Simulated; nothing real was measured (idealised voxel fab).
Documented hereafter: the process module known as voxel gate over fins.
FYI the section here is cut, 255 nm wide, cells are 5 nm squares.
Format of a cross-section: grid, square cells. Given as bands. Order: top down. Band: one or more rows of cells. First you get the band's top height and its bottom height, in nm, and then the materials it's made of, left to right, with each width in nm. If you see a single material with "everywhere", that one covers the band edge to edge. "blank" is empty space. The level at which height equals 0 is the one under which the wafer, as it arrives, is entirely one material. No lower edge exists for the bottom band, which continues downward and is notated as in "0..down". Top row gets the first number, bottom row gets the second, and each row in between changes by the same step: that is how a band width like "30 to 40" works. When a step is marked "no change occurred", none of the cells in the cross-section changed during that step. For the entry "Enclosed internal cavities", the listed items are empty spaces with no open way to the top whose size is 8 cells or more; each item follows the pattern width x height at distance, where distance is from the left edge and all three are in nm. Text after the settings on a step's line: the simulator's own remark on that step. The "overlay nm" setting may appear on a step's line; for a step that uses a mask, it gives how far to the right of its planned position the mask lay, and a negative value indicates the left.
[The following list gives the planned process steps]
1 RECEIVE (material Si)
2 CONFORMAL_DEP (material SiN; thk nm 5)
3 DIRECTIONAL_DEP (material aC; thk nm 15)
4 PATTERN (tone cover; mask id FINS; material resist; width nm 15; pitch nm 45; thk nm 35; overlay nm 0)
5 DIRECTIONAL_ETCH (etch materials aC; depth nm 15)
6 STRIP (etch materials resist)
7 DIRECTIONAL_ETCH (etch materials SiN; depth nm 5)
8 DIRECTIONAL_ETCH (etch materials Si; depth nm 40)
9 STRIP (etch materials aC)
10 FILL_DEP (material SiO2; thk nm 10)
11 CMP (height nm -5)
12 SELECTIVE_ETCH (etch materials SiO2; depth nm 15)
13 STRIP (etch materials SiN)
14 CONFORMAL_DEP (material HfO2; thk nm 5)
15 CONFORMAL_DEP (material TiN; thk nm 5)
16 CONFORMAL_DEP (material TiAl; thk nm 5)
17 CONFORMAL_DEP (material TiN; thk nm 5)
18 FILL_DEP (material W; thk nm 10)
19 CMP (height nm 25)
20 CONFORMAL_DEP (material SiCN; thk nm 10)
Wafers differ in height nm at step 11; plan lists the first wafer's value; identical starting state.
[Cross-section, first of several wafers, as delivered after step 1]
  0..down = Si everywhere
  Enclosed internal cavities: none
[Here's the first of several wafers in cross-section, end of the module, after the last step, step 20]
  35..25 = SiCN everywhere
  25..15 = W everywhere
  15..10 = W (75), TiN (100), W (80)
  10..5 = W (75), TiN (5), TiAl (90), TiN (5), W (80)
  5..0 = W (75), TiN (5), TiAl (5), TiN (35), TiAl (10), TiN (35), TiAl (5), TiN (5), W (80)
  0..-5 = TiN (80), TiAl (5), TiN (5), HfO2 (25), TiN (5), TiAl (10), TiN (5), HfO2 (25), TiN (5), TiAl (5), TiN (85)
  -5..-10 = TiAl (85), TiN (5), HfO2 (5), Si (15), HfO2 (5), TiN (5), TiAl (10), TiN (5), HfO2 (5), Si (15), HfO2 (5), TiN (5), TiAl (90)
  -10..-15 = TiN (90), HfO2 (5), Si (15), HfO2 (5), TiN (20), HfO2 (5), Si (15), HfO2 (5), TiN (95)
  -15..-20 = HfO2 (95), Si (15), HfO2 (30), Si (15), HfO2 (100)
  -20..-40 = SiO2 (95), Si (15), SiO2 (30), Si (15), SiO2 (100)
  -40..down = Si everywhere
  Enclosed internal cavities: none
[Cross-sectional depiction of the last of several wafers upon completion of the module]
  35..25 = SiCN everywhere
  25..20 = W everywhere
  20..15 = TiN everywhere
  15..10 = TiAl everywhere
  10..5 = TiN everywhere
  5..0 = HfO2 everywhere
  0..-40 = SiO2 (95), Si (15), SiO2 (30), Si (15), SiO2 (100)
  -40..down = Si everywhere
  Enclosed internal cavities: none
[What follows is a table in which each wafer occupies a row; for the wafer as it stands at the close of the module, the row states, material by material, how many cells have been gained (+) or lost (-) since receipt, and then gives its closed voids]
height nm -5 | +63 HfO2 | -366 Si | +102 SiCN | +180 SiO2 | +63 TiAl | +120 TiN | +195 W | Enclosed internal cavities: none
height nm 0 | +63 HfO2 | -360 Si | +102 SiCN | +225 SiO2 | +63 TiAl | +120 TiN | +144 W | Enclosed internal cavities: none
height nm 5 | +59 HfO2 | -360 Si | +102 SiCN | +270 SiO2 | +59 TiAl | +114 TiN | +113 W | Enclosed internal cavities: none
height nm 10 | +55 HfO2 | -360 Si | +102 SiCN | +315 SiO2 | +55 TiAl | +108 TiN | +82 W | Enclosed internal cavities: none
height nm 15 | +51 HfO2 | -360 Si | +102 SiCN | +360 SiO2 | +51 TiAl | +102 TiN | +51 W | Enclosed internal cavities: none
